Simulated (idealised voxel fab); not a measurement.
The document below concerns the process module designated voxel transistor to metal.
Each square cell in cross-section cut measures 5 nm, and the section as a whole is 210 nm wide.
Format of a cross-section: grid, square cells. Given as bands. Order: top down. Band: one or more rows of cells.
A band entry consists of two parts. The first gives the height of the band's top and the height of its bottom, in nm. The rest lists the band's materials from left to right, each with its width in nm. A single material labelled with the word "all across" fills the band from edge to edge, and the word "blank" marks empty space.
Height reference: 0 = level under which incoming wafer is all one material. Lowest band: no bottom, runs on downward, e.g. "0..down".
Quick explanation for "30..40": the width changes in equal steps down the rows of cells, from the first number in the band's top row to the second number in its bottom row.
"nothing changed" -> step changed no cross-section cell.
So "Enclosed cavity list" is basically the list of trapped voids: any empty space of 8 cells or more that can't reach the top through an opening. They're written width x height at distance, the distance being from the left edge, and it's all nm.
Past the settings on a step's line: simulator remark, on that step.
"overlay nm" denotes, for a step that has a mask, the displacement of the mask to the right of its planned place, with negative values corresponding to the left.
Steps planned for the process:
1: op RECEIVE | material Si
2: op CONFORMAL_DEP | material SiO2 | thk nm 5
3: op CONFORMAL_DEP | material SiN | thk nm 15
4: op MASKED_ETCH | tone cover | mask id ACTIVE | width nm 100 | etch materials SiN | depth nm 15 | overlay nm 0
5: op MASKED_ETCH | tone cover | mask id ACTIVE | width nm 100 | etch materials SiO2 | depth nm 5 | overlay nm 0
6: op MASKED_ETCH | tone cover | mask id ACTIVE | width nm 100 | etch materials Si | depth nm 25 | overlay nm 0
7: op OXIDIZE | depth nm 5
8: op FILL_DEP | material SiO2 | thk nm 10
9: op CMP | height nm 20
10: op SELECTIVE_ETCH | etch materials SiO2 | depth nm 15
11: op STRIP | etch materials SiN
12: op SELECTIVE_ETCH | etch materials SiO2 | depth nm 5
13: op OXIDIZE | depth nm 5
14: op DIRECTIONAL_DEP | material polySi | thk nm 30
15: op DIRECTIONAL_DEP | material SiCN | thk nm 10
16: op MASKED_ETCH | tone cover | mask id GATE | width nm 20 | etch materials SiCN | depth nm 20 | overlay nm 0
17: op MASKED_ETCH | tone cover | mask id GATE | width nm 20 | etch materials polySi | depth nm 40 | overlay nm 0
18: op CONFORMAL_DEP | material SiO2 | thk nm 5
19: op DIRECTIONAL_ETCH | etch materials SiO2 | depth nm 5
20: op CONFORMAL_DEP | material SiN | thk nm 5
21: op DIRECTIONAL_ETCH | etch materials SiN | depth nm 5
22: op DIRECTIONAL_ETCH | etch materials SiO2 | depth nm 5
23: op DIRECTIONAL_ETCH | etch materials Si | depth nm 15
24: op EPI | material nSi | thk nm 20
25: op FILL_DEP | material SiO2 | thk nm 5
26: op CMP | height nm 40
27: op DIRECTIONAL_DEP | material SiO2 | thk nm 10
28: op DIRECTIONAL_DEP | material aC | thk nm 10
29: op PATTERN | tone open | mask id CONTACT | material resist | width nm 15 | pitch nm 75 | thk nm 25 | overlay nm 0
30: op DIRECTIONAL_ETCH | etch materials aC | depth nm 10
31: op STRIP | etch materials resist
32: op DIRECTIONAL_ETCH | etch materials SiO2 | depth nm 50
33: op STRIP | etch materials aC
34: op CONFORMAL_DEP | material TiN | thk nm 5
35: op FILL_DEP | material Ru | thk nm 5
36: op CMP | height nm 50
37: op CONFORMAL_DEP | material SiCN | thk nm 5
38: op DIRECTIONAL_DEP | material lowk | thk nm 20
39: op MASKED_ETCH | tone open | mask id METAL_1 | width nm 15 | pitch nm 75 | etch materials lowk | depth nm 20 | overlay nm 0
40: op MASKED_ETCH | tone open | mask id METAL_1 | width nm 15 | pitch nm 75 | etch materials SiCN | depth nm 5 | overlay nm 0
41: op CONFORMAL_DEP | material TiN | thk nm 5
42: op FILL_DEP | material Cu | thk nm 5
43: op CMP | height nm 75
44: op CONFORMAL_DEP | material SiCN | thk nm 5
Here's what the wafer looked like in cross-section when it arrived - that's after step 1:
> 0..down: Si all across
> Enclosed cavity list: none
Sectioned view, first of two wafers, at the close of the module, processed as intended in the plan:
> 80..75: SiCN all across
> 75..55: lowk 60 nm  TiN 5 nm  Cu 5 nm  TiN 5 nm  lowk 60 nm  TiN 5 nm  Cu 5 nm  TiN 5 nm  lowk 60 nm
> 55..50: SiCN 60 nm  TiN 15 nm  SiCN 60 nm  TiN 15 nm  SiCN 60 nm
> 50..40: SiO2 60 nm  TiN 5 nm  Ru 5 nm  TiN 5 nm  SiO2 60 nm  TiN 5 nm  Ru 5 nm  TiN 5 nm  SiO2 60 nm
> 40..30: SiO2 60 nm  TiN 5 nm  Ru 5 nm  TiN 5 nm  SiO2 10 nm  SiN 5 nm  SiO2 5 nm  SiCN 20 nm  SiO2 5 nm  SiN 5 nm  SiO2 10 nm  TiN 5 nm  Ru 5 nm  TiN 5 nm  SiO2 60 nm
> 30..20: SiO2 60 nm  TiN 5 nm  Ru 5 nm  TiN 5 nm  SiO2 10 nm  SiN 5 nm  SiO2 5 nm  polySi 20 nm  SiO2 5 nm  SiN 5 nm  SiO2 10 nm  TiN 5 nm  Ru 5 nm  TiN 5 nm  SiO2 60 nm
> 20..15: SiO2 60 nm  TiN 15 nm  SiO2 10 nm  SiN 5 nm  SiO2 5 nm  polySi 20 nm  SiO2 5 nm  SiN 5 nm  SiO2 10 nm  TiN 15 nm  SiO2 60 nm
> 15..0: SiO2 60 nm  TiN 5 nm  nSi 20 nm  SiN 5 nm  SiO2 5 nm  polySi 20 nm  SiO2 5 nm  SiN 5 nm  nSi 20 nm  TiN 5 nm  SiO2 60 nm
> 0..-5: SiO2 55 nm  nSi 30 nm  SiO2 40 nm  nSi 30 nm  SiO2 55 nm
> -5..-20: SiO2 60 nm  nSi 25 nm  Si 40 nm  nSi 25 nm  SiO2 60 nm
> -20..-30: SiO2 60 nm  Si 90 nm  SiO2 60 nm
> -30..down: Si all across
> Enclosed cavity list: none
Now the second wafer, cross-sectioned at the end of the module. Nothing different at the start, nothing different in the plan compared with the first, just one mistake when it was actually run:
> 80..75: SiCN all across
> 75..55: lowk 60 nm  TiN 5 nm  Cu 5 nm  TiN 5 nm  lowk 60 nm  TiN 5 nm  Cu 5 nm  TiN 5 nm  lowk 60 nm
> 55..50: SiCN 60 nm  TiN 15 nm  SiCN 60 nm  TiN 15 nm  SiCN 60 nm
> 50..35: SiO2 60 nm  TiN 5 nm  Ru 5 nm  TiN 5 nm  SiO2 60 nm  TiN 5 nm  Ru 5 nm  TiN 5 nm  SiO2 60 nm
> 35..30: SiO2 60 nm  TiN 5 nm  Ru 5 nm  TiN 5 nm  SiO2 10 nm  SiN 5 nm  SiO2 5 nm  SiCN 20 nm  SiO2 5 nm  SiN 5 nm  SiO2 10 nm  TiN 5 nm  Ru 5 nm  TiN 5 nm  SiO2 60 nm
> 30..20: SiO2 60 nm  TiN 5 nm  Ru 5 nm  TiN 5 nm  SiO2 10 nm  SiN 5 nm  SiO2 5 nm  polySi 20 nm  SiO2 5 nm  SiN 5 nm  SiO2 10 nm  TiN 5 nm  Ru 5 nm  TiN 5 nm  SiO2 60 nm
> 20..15: SiO2 60 nm  TiN 15 nm  SiO2 10 nm  SiN 5 nm  SiO2 5 nm  polySi 20 nm  SiO2 5 nm  SiN 5 nm  SiO2 10 nm  TiN 15 nm  SiO2 60 nm
> 15..0: SiO2 60 nm  TiN 5 nm  nSi 20 nm  SiN 5 nm  SiO2 5 nm  polySi 20 nm  SiO2 5 nm  SiN 5 nm  nSi 20 nm  TiN 5 nm  SiO2 60 nm
> 0..-5: SiO2 55 nm  nSi 30 nm  SiO2 40 nm  nSi 30 nm  SiO2 55 nm
> -5..-20: SiO2 60 nm  nSi 25 nm  Si 40 nm  nSi 25 nm  SiO2 60 nm
> -20..-30: SiO2 60 nm  Si 90 nm  SiO2 60 nm
> -30..down: Si all across
> Enclosed cavity list: none
Error vs. plan: for step 15, the planned setting was not used; the step was instead run as op DIRECTIONAL_DEP | material SiCN | thk nm 5
End of process, cell counts, second wafer against first, materials with more or fewer: -4 SiCN, -2 SiN, +6 SiO2
